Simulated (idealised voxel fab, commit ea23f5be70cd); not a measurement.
Process module in this document: voxel trench capacitor
Cross-section cut spans 280 nm and uses square cells 5 nm in size.
Just so we're on the same page, the cross-sections are grids of square cells, and they're listed out in bands top to bottom, each band one or more rows deep. Heights first: top, then bottom, in nm. Then materials, left to right, each with a width in nm. "everywhere" on a single material: fills the band edge to edge. "blank": empty space. Height 0 is the level under which the wafer as received is all one material. The lowest band goes on downwards, as in "0 nm and below". Width spec "30 to 40" -> top row of cells at first value, bottom row at second value, equal per-row change in between. "no change occurred" (step): cross-section cells unchanged, all of them. The entry "Sealed internal voids" lists the empty spaces that cover at least 8 cells and have no open path to the top. Each is written as width x height at distance, where the distance is measured from the left edge and all three values are in nm. Text after the settings on a step's line: the simulator's own remark on that step. overlay nm: for a step with a mask, the amount by which the mask lay right of where it was planned; a negative amount means left of it.

### The planned process steps are enumerated hereunder
1,RECEIVE,material Si
2,CONFORMAL_DEP,material SiN,thk nm 10
3,DIRECTIONAL_DEP,material aC,thk nm 15
4,PATTERN,tone open,mask id TRENCH,material resist,width nm 30,pitch nm 45,thk nm 35,overlay nm 0
5,DIRECTIONAL_ETCH,etch materials aC,depth nm 15
6,STRIP,etch materials resist
7,DIRECTIONAL_ETCH,etch materials SiN,depth nm 10
8,DIRECTIONAL_ETCH,etch materials Si,depth nm 30
9,STRIP,etch materials aC
10,CONFORMAL_DEP,material HfO2,thk nm 5
11,CONFORMAL_DEP,material TiN,thk nm 5
12,FILL_DEP,material W,thk nm 10
13,CMP,height nm 10

### Cross-section of the wafer upon arrival, representing the state reached after step 1
* 0 nm and below = Si everywhere
* Sealed internal voids: none

### The plan above was carried out on the starting structure above with one mistake, and this cross-section shows the wafer at the end of the module
* 10 nm to 0 nm = 100 nm SiN, then 5 nm aC, then 5 nm TiN, then 10 nm W, then 5 nm TiN, then 5 nm aC, then 15 nm SiN, then 5 nm aC, then 5 nm TiN, then 10 nm W, then 5 nm TiN, then 5 nm aC, then 105 nm SiN
* 0 nm to -20 nm = 100 nm Si, then 5 nm aC, then 5 nm TiN, then 10 nm W, then 5 nm TiN, then 5 nm aC, then 15 nm Si, then 5 nm aC, then 5 nm TiN, then 10 nm W, then 5 nm TiN, then 5 nm aC, then 105 nm Si
* -20 nm to -25 nm = 100 nm Si, then 5 nm aC, then 20 nm TiN, then 5 nm aC, then 15 nm Si, then 5 nm aC, then 20 nm TiN, then 5 nm aC, then 105 nm Si
* -25 nm to -30 nm = 100 nm Si, then 30 nm aC, then 15 nm Si, then 30 nm aC, then 105 nm Si
* -30 nm and below = Si everywhere
* Sealed internal voids: none
Finding, execution versus plan: step 10: run off-plan, actual operation and settings CONFORMAL_DEP,material aC,thk nm 5
